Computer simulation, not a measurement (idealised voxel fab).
A process module follows: voxel ribs on slabs.
Square cells of 5 nm make up the cross-section cut, whose width is 155 nm.
This document writes a cross-section as a grid whose cells are square, and gives it as bands, listed from the top down; one or more rows of cells form a band.
Each band's line starts with the height of the band's top and of its bottom, in nm. Then come its materials from left to right, each with its width in nm. One material with "throughout" fills the band from edge to edge. "blank" is empty space.
Convention: height 0 is the level below which the wafer, as received, is all one material. The lowest band does not terminate at the bottom but continues downward, represented as "z 0 and below".
When a width is written as two numbers, as in "30..40", the first number is the width in the top row of cells of the band and the second is the width in its bottom row, and the width changes by the same amount from each row to the next.
A step reported as "nothing altered" is a step in which no cell of the cross-section changed.
"Sealed void listing": empty spaces of 8 cells or more with no open way to the top, each given as width x height at distance, distance from the left edge, all in nm.
Step line, after settings: the simulator's comment on this step.
A step's line can hold "overlay nm"; with a mask on that step, the setting says how far right of the planned place the mask lay, while a negative setting says it lay to the left.
PLANNED STEP LIST FOR THE PROCESS
1: RECEIVE,material Si
2: DIRECTIONAL_DEP,material SiO2,thk nm 30
3: DIRECTIONAL_DEP,material SiN,thk nm 20
4: MASKED_ETCH,tone cover,mask id RIB,width nm 20,etch materials SiN,depth nm 15,overlay nm 0
5: MASKED_ETCH,tone cover,mask id SLAB,width nm 50,etch materials SiN,depth nm 5,overlay nm 0
6: FILL_DEP,material SiO2,thk nm 25
7: CMP,height nm 65
8: DIRECTIONAL_DEP,material TiN,thk nm 10
9: PATTERN,tone cover,mask id HEATER,material resist,width nm 30,thk nm 20,overlay nm 0
10: DIRECTIONAL_ETCH,etch materials TiN,depth nm 10
11: STRIP,etch materials resist
12: CONFORMAL_DEP,material SiO2,thk nm 10
FIRST OF THE TWO WAFERS, RUN PER PLAN
WAFER CROSS-SECTION ON RECEIPT, I.E. AFTER STEP 1
    z 0 and below  Si throughout
    Sealed void listing: none
AFTER STEP 2
    z 30 to 0  SiO2 throughout
    All layers under 0 are left as they were.
AFTER STEP 3
    z 50 to 30  SiN throughout
    All layers under 30 are left as they were.
AFTER STEP 4
    z 50 to 35  65 nm blank / 20 nm SiN / 70 nm blank
    All layers under 35 are left as they were.
AFTER STEP 5
    z 50 to 35  65 nm blank / 20 nm SiN / 70 nm blank
    z 35 to 30  50 nm blank / 50 nm SiN / 55 nm blank
    All layers under 30 are left as they were.
AFTER STEP 6
    z 75 to 50  SiO2 throughout
    z 50 to 35  65 nm SiO2 / 20 nm SiN / 70 nm SiO2
    z 35 to 30  50 nm SiO2 / 50 nm SiN / 55 nm SiO2
    All layers under 30 are left as they were.
AFTER STEP 7
    z 65 to 50  SiO2 throughout
    All layers under 50 are left as they were.
AFTER STEP 8
    z 75 to 65  TiN throughout
    All layers under 65 are left as they were.
AFTER STEP 9
    z 95 to 75  60 nm blank / 30 nm resist / 65 nm blank
    All layers under 75 are left as they were.
AFTER STEP 10
    z 95 to 75  60 nm blank / 30 nm resist / 65 nm blank
    z 75 to 65  60 nm blank / 30 nm TiN / 65 nm blank
    All layers under 65 are left as they were.
AFTER STEP 11
    z 75 to 65  60 nm blank / 30 nm TiN / 65 nm blank
    All layers under 65 are left as they were.
AFTER STEP 12
    z 85 to 75  50 nm blank / 50 nm SiO2 / 55 nm blank
    z 75 to 65  60 nm SiO2 / 30 nm TiN / 65 nm SiO2
    All layers under 65 are left as they were.
SECOND WAFER. START AND PLAN AS FOR THE FIRST. ONE MISTAKE MADE IN RUNNING. AGREES WITH THE FIRST UP TO AND INCLUDING STEP 7
THE SECOND WAFER IN CROSS-SECTION, AT THE PLANNED CLOSE OF STEP 8
    z 75 to 50  SiO2 throughout
    All layers under 50 are left as they were.
THE SECOND WAFER IN CROSS-SECTION, AT THE PLANNED CLOSE OF STEP 9
    z 95 to 75  60 nm blank / 30 nm resist / 65 nm blank
    All layers under 75 are left as they were.
The second wafer in cross-section, at the planned close of step 10: nothing altered
THE SECOND WAFER IN CROSS-SECTION, AT THE PLANNED CLOSE OF STEP 11
    z 75 to 50  SiO2 throughout
    All layers under 50 are left as they were.
THE SECOND WAFER IN CROSS-SECTION, AT THE PLANNED CLOSE OF STEP 12
    z 85 to 50  SiO2 throughout
    All layers under 50 are left as they were.
Deviation from plan: contrary to plan, step 8 was performed as DIRECTIONAL_DEP,material SiO2,thk nm 10
It is noted that, at the conclusion of processing, the second wafer exhibits a higher or lower cell count for certain materials relative to the first: SiO2: 54 more; TiN: 12 fewer
